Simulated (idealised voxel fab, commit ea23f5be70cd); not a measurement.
This section sets out a process module, namely voxel transistor to metal.
This is section cut - it's 145 nm across, gridded in 5 nm square cells.
Notation: cross-section as square-cell grid; stated in bands, top first, going down; one or more cell rows per band. Heads up on the band format: heights come first, top then bottom, in nm. After that it's the materials left to right, each with its width in nm. A single material flagged "throughout" fills the whole band edge to edge, and "empty" means there's empty space there. Ref level 0: as-received wafer is one material below here. Bottom band extends down with no lower bound ("0 nm and below"). Top row gets the first number, bottom row gets the second, and each row in between changes by the same step: that is how a band width like "30 to 40" works. The cross-section has no changed cell in any step marked "no modifications". Look at "Fully enclosed voids" for the closed voids: empty spaces with no open path to the top, sized 8 cells or up. Each is width x height at distance, distance from the left edge, all nm. What comes after the settings on a step's line is commentary from the simulator itself on that step. When a step includes a mask, the "overlay nm" setting on its line states how far to the right of its planned place that mask lay, and negative values state how far to the left. From here on the document is pairs. In a pair, the cross-section before one process step comes with the cross-section after it, and the latter goes no deeper than the lowest band that changed. What lies in between, the step and its settings, is written under the pair. A pair may be from a different run of this module on the same starting wafer than the pair above it, so it continues from that pair only where its entry headed "Ex-ante state" says so.

-- Ex-ante state
* 145 nm to 115 nm: 25 nm resist / 15 nm empty / 55 nm resist / 15 nm empty / 35 nm resist
* 115 nm to 105 nm: 25 nm aC / 15 nm empty / 5 nm resist / 50 nm aC / 15 nm empty / 5 nm resist / 30 nm aC
* 105 nm to 100 nm: 25 nm lowk / 15 nm empty / 5 nm resist / 50 nm lowk / 15 nm empty / 5 nm resist / 30 nm lowk
* 100 nm to 90 nm: 25 nm lowk / 20 nm aC / 50 nm lowk / 20 nm aC / 30 nm lowk
* 90 nm to 75 nm: lowk throughout
* 75 nm to 70 nm: SiCN throughout
* 70 nm to 55 nm: 25 nm lowk / 5 nm TiN / 10 nm Cu / 5 nm TiN / 50 nm lowk / 5 nm TiN / 10 nm Cu / 5 nm TiN / 30 nm lowk
* 55 nm to 50 nm: 25 nm SiN / 20 nm TiN / 50 nm SiN / 20 nm TiN / 30 nm SiN
* 50 nm to 45 nm: 30 nm TiN / 10 nm W / 60 nm TiN / 10 nm W / 35 nm TiN
* 45 nm to 30 nm: 25 nm SiO2 / 5 nm TiN / 10 nm W / 5 nm TiN / 50 nm SiO2 / 5 nm TiN / 10 nm W / 5 nm TiN / 30 nm SiO2
* 30 nm to 25 nm: 25 nm SiO2 / 5 nm TiN / 10 nm W / 5 nm TiN / 10 nm SiN / 5 nm SiO2 / 20 nm SiCN / 5 nm SiO2 / 10 nm SiN / 5 nm TiN / 10 nm W / 5 nm TiN / 30 nm SiO2
* 25 nm to 10 nm: 25 nm SiO2 / 5 nm TiN / 10 nm W / 5 nm TiN / 10 nm SiN / 5 nm SiO2 / 20 nm polySi / 5 nm SiO2 / 10 nm SiN / 5 nm TiN / 10 nm W / 5 nm TiN / 30 nm SiO2
* 10 nm to 5 nm: 25 nm SiO2 / 20 nm TiN / 10 nm SiN / 5 nm SiO2 / 20 nm polySi / 5 nm SiO2 / 10 nm SiN / 20 nm TiN / 30 nm SiO2
* 5 nm to 0 nm: 25 nm SiO2 / 10 nm TiN / 10 nm pSi / 10 nm SiN / 5 nm SiO2 / 20 nm polySi / 5 nm SiO2 / 10 nm SiN / 10 nm pSi / 10 nm TiN / 30 nm SiO2
* 0 nm to -5 nm: 15 nm SiO2 / 30 nm pSi / 50 nm SiO2 / 30 nm pSi / 20 nm SiO2
* -5 nm to -10 nm: 20 nm SiO2 / 25 nm pSi / 50 nm Si / 25 nm pSi / 25 nm SiO2
* -10 nm to -20 nm: 20 nm SiO2 / 100 nm Si / 25 nm SiO2
* -20 nm and below: Si throughout
* Fully enclosed voids: none

-- Structure After Step
* 135 nm to 115 nm: 25 nm resist / 15 nm empty / 55 nm resist / 15 nm empty / 35 nm resist
* 115 nm to 105 nm: 25 nm aC / 15 nm empty / 5 nm resist / 50 nm aC / 15 nm empty / 5 nm resist / 30 nm aC
* 105 nm to 100 nm: 25 nm lowk / 15 nm empty / 5 nm resist / 50 nm lowk / 15 nm empty / 5 nm resist / 30 nm lowk
* 100 nm to 90 nm: 25 nm lowk / 15 nm empty / 5 nm aC / 50 nm lowk / 15 nm empty / 5 nm aC / 30 nm lowk
* At heights below 90, the structure remains unaltered.
* Fully enclosed voids: none
Between the two cross-sections shown above, the process step is DIRECTIONAL_ETCH, etch materials aC, depth nm 10

Ex-ante state: refer to the pair immediately above; the cross-section shown after its step is the state before this one.

-- Structure After Step
* 115 nm to 105 nm: 25 nm aC / 20 nm empty / 50 nm aC / 20 nm empty / 30 nm aC
* 105 nm to 100 nm: 25 nm lowk / 20 nm empty / 50 nm lowk / 20 nm empty / 30 nm lowk
* At heights below 100, the structure remains unaltered.
* Fully enclosed voids: none
Between the two cross-sections shown above, the process step is STRIP, etch materials resist

Ex-ante state: refer to the pair immediately above; the cross-section shown after its step is the state before this one.

-- Structure After Step
* 115 nm to 105 nm: 25 nm aC / 20 nm empty / 50 nm aC / 20 nm empty / 30 nm aC
* 105 nm to 100 nm: 25 nm lowk / 20 nm empty / 50 nm lowk / 20 nm empty / 30 nm lowk
* 100 nm to 90 nm: 25 nm lowk / 15 nm empty / 5 nm aC / 50 nm lowk / 15 nm empty / 5 nm aC / 30 nm lowk
* 90 nm to 75 nm: 25 nm lowk / 15 nm empty / 55 nm lowk / 15 nm empty / 35 nm lowk
* At heights below 75, the structure remains unaltered.
* Fully enclosed voids: none
Between the two cross-sections shown above, the process step is DIRECTIONAL_ETCH, etch materials lowk, depth nm 15

Ex-ante state: refer to the pair immediately above; the cross-section shown after its step is the state before this one.

-- Structure After Step
* 115 nm to 105 nm: 25 nm aC / 20 nm empty / 50 nm aC / 20 nm empty / 30 nm aC
* 105 nm to 100 nm: 25 nm lowk / 20 nm empty / 50 nm lowk / 20 nm empty / 30 nm lowk
* 100 nm to 90 nm: 25 nm lowk / 15 nm empty / 5 nm aC / 50 nm lowk / 15 nm empty / 5 nm aC / 30 nm lowk
* 90 nm to 75 nm: 25 nm lowk / 15 nm empty / 55 nm lowk / 15 nm empty / 35 nm lowk
* 75 nm to 70 nm: 25 nm SiCN / 15 nm empty / 55 nm SiCN / 15 nm empty / 35 nm SiCN
* At heights below 70, the structure remains unaltered.
* Fully enclosed voids: none
Between the two cross-sections shown above, the process step is DIRECTIONAL_ETCH, etch materials SiCN, depth nm 5

Ex-ante state: refer to the pair immediately above; the cross-section shown after its step is the state before this one.

-- Structure After Step
* 105 nm to 90 nm: 25 nm lowk / 20 nm empty / 50 nm lowk / 20 nm empty / 30 nm lowk
* At heights below 90, the structure remains unaltered.
* Fully enclosed voids: none
Between the two cross-sections shown above, the process step is STRIP, etch materials aC

Ex-ante state: refer to the pair immediately above; the cross-section shown after its step is the state before this one.

-- Structure After Step
* 110 nm to 105 nm: 30 nm TiN / 10 nm empty / 60 nm TiN / 10 nm empty / 35 nm TiN
* 105 nm to 95 nm: 25 nm lowk / 5 nm TiN / 10 nm empty / 5 nm TiN / 50 nm lowk / 5 nm TiN / 10 nm empty / 5 nm TiN / 30 nm lowk
* 95 nm to 90 nm: 25 nm lowk / 5 nm TiN / 5 nm empty / 10 nm TiN / 50 nm lowk / 5 nm TiN / 5 nm empty / 10 nm TiN / 30 nm lowk
* 90 nm to 75 nm: 25 nm lowk / 5 nm TiN / 5 nm empty / 5 nm TiN / 55 nm lowk / 5 nm TiN / 5 nm empty / 5 nm TiN / 35 nm lowk
* 75 nm to 70 nm: 25 nm SiCN / 15 nm TiN / 55 nm SiCN / 15 nm TiN / 35 nm SiCN
* At heights below 70, the structure remains unaltered.
* Fully enclosed voids: none
Between the two cross-sections shown above, the process step is CONFORMAL_DEP, material TiN, thk nm 5

Ex-ante state: refer to the pair immediately above; the cross-section shown after its step is the state before this one.

-- Structure After Step
* 120 nm to 110 nm: Ru throughout
* 110 nm to 105 nm: 30 nm TiN / 10 nm Ru / 60 nm TiN / 10 nm Ru / 35 nm TiN
* 105 nm to 95 nm: 25 nm lowk / 5 nm TiN / 10 nm Ru / 5 nm TiN / 50 nm lowk / 5 nm TiN / 10 nm Ru / 5 nm TiN / 30 nm lowk
* 95 nm to 90 nm: 25 nm lowk / 5 nm TiN / 5 nm Ru / 10 nm TiN / 50 nm lowk / 5 nm TiN / 5 nm Ru / 10 nm TiN / 30 nm lowk
* 90 nm to 75 nm: 25 nm lowk / 5 nm TiN / 5 nm Ru / 5 nm TiN / 55 nm lowk / 5 nm TiN / 5 nm Ru / 5 nm TiN / 35 nm lowk
* At heights below 75, the structure remains unaltered.
* Fully enclosed voids: none
Between the two cross-sections shown above, the process step is FILL_DEP, material Ru, thk nm 10

Ex-ante state: refer to the pair immediately above; the cross-section shown after its step is the state before this one.

-- Structure After Step
* 105 nm to 95 nm: 25 nm lowk / 5 nm TiN / 10 nm Ru / 5 nm TiN / 50 nm lowk / 5 nm TiN / 10 nm Ru / 5 nm TiN / 30 nm lowk
* At heights below 95, the structure remains unaltered.
* Fully enclosed voids: none
Between the two cross-sections shown above, the process step is CMP, height nm 105

Ex-ante state: refer to the pair immediately above; the cross-section shown after its step is the state before this one.

-- Structure After Step
* 110 nm to 105 nm: SiCN throughout
* At heights below 105, the structure remains unaltered.
* Fully enclosed voids: none
Between the two cross-sections shown above, the process step is CONFORMAL_DEP, material SiCN, thk nm 5

-- Ex-ante state
* 50 nm to 35 nm: SiO2 throughout
* 35 nm to 25 nm: 45 nm SiO2 / 10 nm SiN / 5 nm SiO2 / 20 nm SiCN / 5 nm SiO2 / 10 nm SiN / 50 nm SiO2
* 25 nm to 5 nm: 45 nm SiO2 / 10 nm SiN / 5 nm SiO2 / 20 nm polySi / 5 nm SiO2 / 10 nm SiN / 50 nm SiO2
* 5 nm to 0 nm: 35 nm SiO2 / 10 nm pSi / 10 nm SiN / 5 nm SiO2 / 20 nm polySi / 5 nm SiO2 / 10 nm SiN / 10 nm pSi / 40 nm SiO2
* 0 nm to -5 nm: 15 nm SiO2 / 30 nm pSi / 50 nm SiO2 / 30 nm pSi / 20 nm SiO2
* -5 nm to -10 nm: 20 nm SiO2 / 25 nm pSi / 50 nm Si / 25 nm pSi / 25 nm SiO2
* -10 nm to -20 nm: 20 nm SiO2 / 100 nm Si / 25 nm SiO2
* -20 nm and below: Si throughout
* Fully enclosed voids: none

-- Structure After Step
* 50 nm to 35 nm: 25 nm SiO2 / 25 nm empty / 45 nm SiO2 / 25 nm empty / 25 nm SiO2
* 35 nm to 25 nm: 25 nm SiO2 / 20 nm empty / 10 nm SiN / 5 nm SiO2 / 20 nm SiCN / 5 nm SiO2 / 10 nm SiN / 25 nm empty / 25 nm SiO2
* 25 nm to 5 nm: 25 nm SiO2 / 20 nm empty / 10 nm SiN / 5 nm SiO2 / 20 nm polySi / 5 nm SiO2 / 10 nm SiN / 25 nm empty / 25 nm SiO2
* 5 nm to 0 nm: 25 nm SiO2 / 10 nm empty / 10 nm pSi / 10 nm SiN / 5 nm SiO2 / 20 nm polySi / 5 nm SiO2 / 10 nm SiN / 10 nm pSi / 15 nm empty / 25 nm SiO2
* At heights below 0, the structure remains unaltered.
* Fully enclosed voids: none
Between the two cross-sections shown above, the process step is MASKED_ETCH, tone open, mask id CONTACT, width nm 25, pitch nm 70, etch materials SiO2, depth nm 50, overlay nm 0

Ex-ante state: refer to the pair immediately above; the cross-section shown after its step is the state before this one.

-- Structure After Step
* 55 nm to 50 nm: 30 nm TiN / 15 nm empty / 55 nm TiN / 15 nm empty / 30 nm TiN
* 50 nm to 40 nm: 25 nm SiO2 / 5 nm TiN / 15 nm empty / 5 nm TiN / 45 nm SiO2 / 5 nm TiN / 15 nm empty / 5 nm TiN / 25 nm SiO2
* 40 nm to 35 nm: 25 nm SiO2 / 5 nm TiN / 10 nm empty / 10 nm TiN / 45 nm SiO2 / 5 nm TiN / 15 nm empty / 5 nm TiN / 25 nm SiO2
* 35 nm to 25 nm: 25 nm SiO2 / 5 nm TiN / 10 nm empty / 5 nm TiN / 10 nm SiN / 5 nm SiO2 / 20 nm SiCN / 5 nm SiO2 / 10 nm SiN / 5 nm TiN / 15 nm empty / 5 nm TiN / 25 nm SiO2
* 25 nm to 10 nm: 25 nm SiO2 / 5 nm TiN / 10 nm empty / 5 nm TiN / 10 nm SiN / 5 nm SiO2 / 20 nm polySi / 5 nm SiO2 / 10 nm SiN / 5 nm TiN / 15 nm empty / 5 nm TiN / 25 nm SiO2
* 10 nm to 5 nm: 25 nm SiO2 / 20 nm TiN / 10 nm SiN / 5 nm SiO2 / 20 nm polySi / 5 nm SiO2 / 10 nm SiN / 15 nm TiN / 5 nm empty / 5 nm TiN / 25 nm SiO2
* 5 nm to 0 nm: 25 nm SiO2 / 10 nm TiN / 10 nm pSi / 10 nm SiN / 5 nm SiO2 / 20 nm polySi / 5 nm SiO2 / 10 nm SiN / 10 nm pSi / 15 nm TiN / 25 nm SiO2
* At heights below 0, the structure remains unaltered.
* Fully enclosed voids: none
Between the two cross-sections shown above, the process step is CONFORMAL_DEP, material TiN, thk nm 5

Ex-ante state: refer to the pair immediately above; the cross-section shown after its step is the state before this one.

-- Structure After Step
* 65 nm to 55 nm: W throughout
* 55 nm to 50 nm: 30 nm TiN / 15 nm W / 55 nm TiN / 15 nm W / 30 nm TiN
* 50 nm to 40 nm: 25 nm SiO2 / 5 nm TiN / 15 nm W / 5 nm TiN / 45 nm SiO2 / 5 nm TiN / 15 nm W / 5 nm TiN / 25 nm SiO2
* 40 nm to 35 nm: 25 nm SiO2 / 5 nm TiN / 10 nm W / 10 nm TiN / 45 nm SiO2 / 5 nm TiN / 15 nm W / 5 nm TiN / 25 nm SiO2
* 35 nm to 25 nm: 25 nm SiO2 / 5 nm TiN / 10 nm W / 5 nm TiN / 10 nm SiN / 5 nm SiO2 / 20 nm SiCN / 5 nm SiO2 / 10 nm SiN / 5 nm TiN / 15 nm W / 5 nm TiN / 25 nm SiO2
* 25 nm to 10 nm: 25 nm SiO2 / 5 nm TiN / 10 nm W / 5 nm TiN / 10 nm SiN / 5 nm SiO2 / 20 nm polySi / 5 nm SiO2 / 10 nm SiN / 5 nm TiN / 15 nm W / 5 nm TiN / 25 nm SiO2
* 10 nm to 5 nm: 25 nm SiO2 / 20 nm TiN / 10 nm SiN / 5 nm SiO2 / 20 nm polySi / 5 nm SiO2 / 10 nm SiN / 15 nm TiN / 5 nm W / 5 nm TiN / 25 nm SiO2
* At heights below 5, the structure remains unaltered.
* Fully enclosed voids: none
Between the two cross-sections shown above, the process step is FILL_DEP, material W, thk nm 10

Ex-ante state: refer to the pair immediately above; the cross-section shown after its step is the state before this one.

-- Structure After Step
* 50 nm to 40 nm: 25 nm SiO2 / 5 nm TiN / 15 nm W / 5 nm TiN / 45 nm SiO2 / 5 nm TiN / 15 nm W / 5 nm TiN / 25 nm SiO2
* At heights below 40, the structure remains unaltered.
* Fully enclosed voids: none
Between the two cross-sections shown above, the process step is CMP, height nm 50

Ex-ante state: refer to the pair immediately above; the cross-section shown after its step is the state before this one.

-- Structure After Step
* 55 nm to 50 nm: SiN throughout
* At heights below 50, the structure remains unaltered.
* Fully enclosed voids: none
Between the two cross-sections shown above, the process step is CONFORMAL_DEP, material SiN, thk nm 5

Ex-ante state: refer to the pair immediately above; the cross-section shown after its step is the state before this one.

-- Structure After Step
* 70 nm to 55 nm: lowk throughout
* At heights below 55, the structure remains unaltered.
* Fully enclosed voids: none
Between the two cross-sections shown above, the process step is DIRECTIONAL_DEP, material lowk, thk nm 15

Ex-ante state: refer to the pair immediately above; the cross-section shown after its step is the state before this one.

-- Structure After Step
* 70 nm to 55 nm: 25 nm lowk / 20 nm empty / 50 nm lowk / 20 nm empty / 30 nm lowk
* At heights below 55, the structure remains unaltered.
* Fully enclosed voids: none
Between the two cross-sections shown above, the process step is MASKED_ETCH, tone open, mask id METAL_1, width nm 20, pitch nm 70, etch materials lowk, depth nm 15, overlay nm 0

Ex-ante state: refer to the pair immediately above; the cross-section shown after its step is the state before this one.

-- Structure After Step
* 70 nm to 55 nm: 25 nm lowk / 20 nm empty / 50 nm lowk / 20 nm empty / 30 nm lowk
* 55 nm to 50 nm: 25 nm SiN / 20 nm empty / 50 nm SiN / 20 nm empty / 30 nm SiN
* At heights below 50, the structure remains unaltered.
* Fully enclosed voids: none
Between the two cross-sections shown above, the process step is MASKED_ETCH, tone open, mask id METAL_1, width nm 20, pitch nm 70, etch materials SiN, depth nm 5, overlay nm 0

Ex-ante state: refer to the pair immediately above; the cross-section shown after its step is the state before this one.

-- Structure After Step
* 75 nm to 70 nm: 30 nm TiN / 10 nm empty / 60 nm TiN / 10 nm empty / 35 nm TiN
* 70 nm to 55 nm: 25 nm lowk / 5 nm TiN / 10 nm empty / 5 nm TiN / 50 nm lowk / 5 nm TiN / 10 nm empty / 5 nm TiN / 30 nm lowk
* 55 nm to 50 nm: 25 nm SiN / 20 nm TiN / 50 nm SiN / 20 nm TiN / 30 nm SiN
* At heights below 50, the structure remains unaltered.
* Fully enclosed voids: none
Between the two cross-sections shown above, the process step is CONFORMAL_DEP, material TiN, thk nm 5

Ex-ante state: refer to the pair immediately above; the cross-section shown after its step is the state before this one.

-- Structure After Step
* 85 nm to 75 nm: Cu throughout
* 75 nm to 70 nm: 30 nm TiN / 10 nm Cu / 60 nm TiN / 10 nm Cu / 35 nm TiN
* 70 nm to 55 nm: 25 nm lowk / 5 nm TiN / 10 nm Cu / 5 nm TiN / 50 nm lowk / 5 nm TiN / 10 nm Cu / 5 nm TiN / 30 nm lowk
* At heights below 55, the structure remains unaltered.
* Fully enclosed voids: none
Between the two cross-sections shown above, the process step is FILL_DEP, material Cu, thk nm 10

Ex-ante state: refer to the pair immediately above; the cross-section shown after its step is the state before this one.

-- Structure After Step
* 70 nm to 55 nm: 25 nm lowk / 5 nm TiN / 10 nm Cu / 5 nm TiN / 50 nm lowk / 5 nm TiN / 10 nm Cu / 5 nm TiN / 30 nm lowk
* At heights below 55, the structure remains unaltered.
* Fully enclosed voids: none
Between the two cross-sections shown above, the process step is CMP, height nm 70

Ex-ante state: refer to the pair immediately above; the cross-section shown after its step is the state before this one.

-- Structure After Step
* 75 nm to 70 nm: SiCN throughout
* At heights below 70, the structure remains unaltered.
* Fully enclosed voids: none
Between the two cross-sections shown above, the process step is CONFORMAL_DEP, material SiCN, thk nm 5

Ex-ante state: refer to the pair immediately above; the cross-section shown after its step is the state before this one.

-- Structure After Step
* 105 nm to 75 nm: lowk throughout
* At heights below 75, the structure remains unaltered.
* Fully enclosed voids: none
Between the two cross-sections shown above, the process step is DIRECTIONAL_DEP, material lowk, thk nm 30

Ex-ante state: refer to the pair immediately above; the cross-section shown after its step is the state before this one.

-- Structure After Step
* 115 nm to 105 nm: aC throughout
* At heights below 105, the structure remains unaltered.
* Fully enclosed voids: none
Between the two cross-sections shown above, the process step is DIRECTIONAL_DEP, material aC, thk nm 10

Ex-ante state: refer to the pair immediately above; the cross-section shown after its step is the state before this one.

-- Structure After Step
* 145 nm to 115 nm: 25 nm resist / 20 nm empty / 50 nm resist / 20 nm empty / 30 nm resist
* At heights below 115, the structure remains unaltered.
* Fully enclosed voids: none
Between the two cross-sections shown above, the process step is PATTERN, tone open, mask id METAL_2, material resist, width nm 20, pitch nm 70, thk nm 30, overlay nm 0

Ex-ante state: refer to the pair immediately above; the cross-section shown after its step is the state before this one.

-- Structure After Step
* 135 nm to 115 nm: 25 nm resist / 20 nm empty / 50 nm resist / 20 nm empty / 30 nm resist
* 115 nm to 105 nm: 25 nm aC / 20 nm empty / 50 nm aC / 20 nm empty / 30 nm aC
* At heights below 105, the structure remains unaltered.
* Fully enclosed voids: none
Between the two cross-sections shown above, the process step is DIRECTIONAL_ETCH, etch materials aC, depth nm 10

Ex-ante state: refer to the pair immediately above; the cross-section shown after its step is the state before this one.

-- Structure After Step
* 115 nm to 105 nm: 25 nm aC / 20 nm empty / 50 nm aC / 20 nm empty / 30 nm aC
* At heights below 105, the structure remains unaltered.
* Fully enclosed voids: none
Between the two cross-sections shown above, the process step is STRIP, etch materials resist

Ex-ante state: refer to the pair immediately above; the cross-section shown after its step is the state before this one.

-- Structure After Step
* 115 nm to 105 nm: 25 nm aC / 20 nm empty / 50 nm aC / 20 nm empty / 30 nm aC
* 105 nm to 90 nm: 25 nm lowk / 20 nm empty / 50 nm lowk / 20 nm empty / 30 nm lowk
* At heights below 90, the structure remains unaltered.
* Fully enclosed voids: none
Between the two cross-sections shown above, the process step is DIRECTIONAL_ETCH, etch materials lowk, depth nm 15

Ex-ante state: refer to the pair immediately above; the cross-section shown after its step is the state before this one.

-- Structure After Step
* 105 nm to 90 nm: 25 nm lowk / 20 nm empty / 50 nm lowk / 20 nm empty / 30 nm lowk
* At heights below 90, the structure remains unaltered.
* Fully enclosed voids: none
Between the two cross-sections shown above, the process step is STRIP, etch materials aC

Ex-ante state: refer to the pair immediately above; the cross-section shown after its step is the state before this one.

-- Structure After Step
* 115 nm to 105 nm: 25 nm aC / 20 nm empty / 50 nm aC / 20 nm empty / 30 nm aC
* 105 nm to 100 nm: 25 nm lowk / 20 nm empty / 50 nm lowk / 20 nm empty / 30 nm lowk
* 100 nm to 90 nm: 25 nm lowk / 20 nm aC / 50 nm lowk / 20 nm aC / 30 nm lowk
* At heights below 90, the structure remains unaltered.
* Fully enclosed voids: none
Between the two cross-sections shown above, the process step is DIRECTIONAL_DEP, material aC, thk nm 10

Ex-ante state: refer to the pair immediately above; the cross-section shown after its step is the state before this one.

-- Structure After Step
* 145 nm to 115 nm: 25 nm resist / 15 nm empty / 55 nm resist / 15 nm empty / 35 nm resist
* 115 nm to 105 nm: 25 nm aC / 15 nm empty / 5 nm resist / 50 nm aC / 15 nm empty / 5 nm resist / 30 nm aC
* 105 nm to 100 nm: 25 nm lowk / 15 nm empty / 5 nm resist / 50 nm lowk / 15 nm empty / 5 nm resist / 30 nm lowk
* At heights below 100, the structure remains unaltered.
* Fully enclosed voids: none
Between the two cross-sections shown above, the process step is PATTERN, tone open, mask id METAL_2_HOLES, material resist, width nm 15, pitch nm 70, thk nm 30, overlay nm 0

Ex-ante state: refer to the pair immediately above; the cross-section shown after its step is the state before this one.

-- Structure After Step
* 135 nm to 115 nm: 25 nm resist / 15 nm empty / 55 nm resist / 15 nm empty / 35 nm resist
* 115 nm to 105 nm: 25 nm aC / 15 nm empty / 5 nm resist / 50 nm aC / 15 nm empty / 5 nm resist / 30 nm aC
* 105 nm to 100 nm: 25 nm lowk / 15 nm empty / 5 nm resist / 50 nm lowk / 15 nm empty / 5 nm resist / 30 nm lowk
* 100 nm to 90 nm: 25 nm lowk / 15 nm empty / 5 nm aC / 50 nm lowk / 15 nm empty / 5 nm aC / 30 nm lowk
* At heights below 90, the structure remains unaltered.
* Fully enclosed voids: none
Between the two cross-sections shown above, the process step is DIRECTIONAL_ETCH, etch materials aC, depth nm 10

Ex-ante state: refer to the pair immediately above; the cross-section shown after its step is the state before this one.

-- Structure After Step
* 115 nm to 105 nm: 25 nm aC / 20 nm empty / 50 nm aC / 20 nm empty / 30 nm aC
* 105 nm to 100 nm: 25 nm lowk / 20 nm empty / 50 nm lowk / 20 nm empty / 30 nm lowk
* At heights below 100, the structure remains unaltered.
* Fully enclosed voids: none
Between the two cross-sections shown above, the process step is STRIP, etch materials resist

Ex-ante state: refer to the pair immediately above; the cross-section shown after its step is the state before this one.

-- Structure After Step
* 115 nm to 105 nm: 25 nm aC / 20 nm empty / 50 nm aC / 20 nm empty / 30 nm aC
* 105 nm to 100 nm: 25 nm lowk / 20 nm empty / 50 nm lowk / 20 nm empty / 30 nm lowk
* 100 nm to 90 nm: 25 nm lowk / 15 nm empty / 5 nm aC / 50 nm lowk / 15 nm empty / 5 nm aC / 30 nm lowk
* 90 nm to 75 nm: 25 nm lowk / 15 nm empty / 55 nm lowk / 15 nm empty / 35 nm lowk
* At heights below 75, the structure remains unaltered.
* Fully enclosed voids: none
Between the two cross-sections shown above, the process step is DIRECTIONAL_ETCH, etch materials lowk, depth nm 15

Ex-ante state: refer to the pair immediately above; the cross-section shown after its step is the state before this one.

-- Structure After Step
* 115 nm to 105 nm: 25 nm aC / 20 nm empty / 50 nm aC / 20 nm empty / 30 nm aC
* 105 nm to 100 nm: 25 nm lowk / 20 nm empty / 50 nm lowk / 20 nm empty / 30 nm lowk
* 100 nm to 90 nm: 25 nm lowk / 15 nm empty / 5 nm aC / 50 nm lowk / 15 nm empty / 5 nm aC / 30 nm lowk
* 90 nm to 75 nm: 25 nm lowk / 15 nm empty / 55 nm lowk / 15 nm empty / 35 nm lowk
* 75 nm to 70 nm: 25 nm SiCN / 15 nm empty / 55 nm SiCN / 15 nm empty / 35 nm SiCN
* At heights below 70, the structure remains unaltered.
* Fully enclosed voids: none
Between the two cross-sections shown above, the process step is DIRECTIONAL_ETCH, etch materials SiCN, depth nm 5

Ex-ante state: refer to the pair immediately above; the cross-section shown after its step is the state before this one.

-- Structure After Step
* 105 nm to 90 nm: 25 nm lowk / 20 nm empty / 50 nm lowk / 20 nm empty / 30 nm lowk
* At heights below 90, the structure remains unaltered.
* Fully enclosed voids: none
Between the two cross-sections shown above, the process step is STRIP, etch materials aC

Ex-ante state: refer to the pair immediately above; the cross-section shown after its step is the state before this one.

-- Structure After Step
* 110 nm to 105 nm: 30 nm TiN / 10 nm empty / 60 nm TiN / 10 nm empty / 35 nm TiN
* 105 nm to 95 nm: 25 nm lowk / 5 nm TiN / 10 nm empty / 5 nm TiN / 50 nm lowk / 5 nm TiN / 10 nm empty / 5 nm TiN / 30 nm lowk
* 95 nm to 90 nm: 25 nm lowk / 5 nm TiN / 5 nm empty / 10 nm TiN / 50 nm lowk / 5 nm TiN / 5 nm empty / 10 nm TiN / 30 nm lowk
* 90 nm to 75 nm: 25 nm lowk / 5 nm TiN / 5 nm empty / 5 nm TiN / 55 nm lowk / 5 nm TiN / 5 nm empty / 5 nm TiN / 35 nm lowk
* 75 nm to 70 nm: 25 nm SiCN / 15 nm TiN / 55 nm SiCN / 15 nm TiN / 35 nm SiCN
* At heights below 70, the structure remains unaltered.
* Fully enclosed voids: none
Between the two cross-sections shown above, the process step is CONFORMAL_DEP, material TiN, thk nm 5

Ex-ante state: refer to the pair immediately above; the cross-section shown after its step is the state before this one.

-- Structure After Step
* 120 nm to 110 nm: Ru throughout
* 110 nm to 105 nm: 30 nm TiN / 10 nm Ru / 60 nm TiN / 10 nm Ru / 35 nm TiN
* 105 nm to 95 nm: 25 nm lowk / 5 nm TiN / 10 nm Ru / 5 nm TiN / 50 nm lowk / 5 nm TiN / 10 nm Ru / 5 nm TiN / 30 nm lowk
* 95 nm to 90 nm: 25 nm lowk / 5 nm TiN / 5 nm Ru / 10 nm TiN / 50 nm lowk / 5 nm TiN / 5 nm Ru / 10 nm TiN / 30 nm lowk
* 90 nm to 75 nm: 25 nm lowk / 5 nm TiN / 5 nm Ru / 5 nm TiN / 55 nm lowk / 5 nm TiN / 5 nm Ru / 5 nm TiN / 35 nm lowk
* At heights below 75, the structure remains unaltered.
* Fully enclosed voids: none
Between the two cross-sections shown above, the process step is FILL_DEP, material Ru, thk nm 10

Ex-ante state: refer to the pair immediately above; the cross-section shown after its step is the state before this one.

-- Structure After Step
* 105 nm to 95 nm: 25 nm lowk / 5 nm TiN / 10 nm Ru / 5 nm TiN / 50 nm lowk / 5 nm TiN / 10 nm Ru / 5 nm TiN / 30 nm lowk
* At heights below 95, the structure remains unaltered.
* Fully enclosed voids: none
Between the two cross-sections shown above, the process step is CMP, height nm 105

Ex-ante state: refer to the pair immediately above; the cross-section shown after its step is the state before this one.

-- Structure After Step
* 110 nm to 105 nm: SiCN throughout
* At heights below 105, the structure remains unaltered.
* Fully enclosed voids: none
Between the two cross-sections shown above, the process step is CONFORMAL_DEP, material SiCN, thk nm 5

-- Ex-ante state
* 35 nm to 25 nm: 60 nm empty / 20 nm SiCN / 65 nm empty
* 25 nm to 0 nm: polySi throughout
* 0 nm to -5 nm: SiO2 throughout
* -5 nm to -20 nm: 20 nm SiO2 / 100 nm Si / 25 nm SiO2
* -20 nm and below: Si throughout
* Fully enclosed voids: none

-- Structure After Step
* 35 nm to 25 nm: 60 nm empty / 20 nm SiCN / 65 nm empty
* 25 nm to 0 nm: 60 nm empty / 30 nm polySi / 55 nm empty
* At heights below 0, the structure remains unaltered.
* Fully enclosed voids: none
Between the two cross-sections shown above, the process step is MASKED_ETCH, tone cover, mask id GATE, width nm 20, etch materials polySi, depth nm 35, overlay nm 10

Ex-ante state: refer to the pair immediately above; the cross-section shown after its step is the state before this one.

-- Structure After Step
* 40 nm to 35 nm: 55 nm empty / 30 nm SiO2 / 60 nm empty
* 35 nm to 25 nm: 55 nm empty / 5 nm SiO2 / 20 nm SiCN / 5 to 15 nm SiO2 / 60 to 50 nm empty
* 25 nm to 5 nm: 55 nm empty / 5 nm SiO2 / 30 nm polySi / 5 nm SiO2 / 50 nm empty
* 5 nm to 0 nm: 60 nm SiO2 / 30 nm polySi / 55 nm SiO2
* At heights below 0, the structure remains unaltered.
* Fully enclosed voids: none
Between the two cross-sections shown above, the process step is CONFORMAL_DEP, material SiO2, thk nm 5

Ex-ante state: refer to the pair immediately above; the cross-section shown after its step is the state before this one.

-- Structure After Step
* 35 nm to 25 nm: 55 nm empty / 5 nm SiO2 / 20 nm SiCN / 5 nm SiO2 / 60 nm empty
* 25 nm to 0 nm: 55 nm empty / 5 nm SiO2 / 30 nm polySi / 5 nm SiO2 / 50 nm empty
* At heights below 0, the structure remains unaltered.
* Fully enclosed voids: none
Between the two cross-sections shown above, the process step is DIRECTIONAL_ETCH, etch materials SiO2, depth nm 5
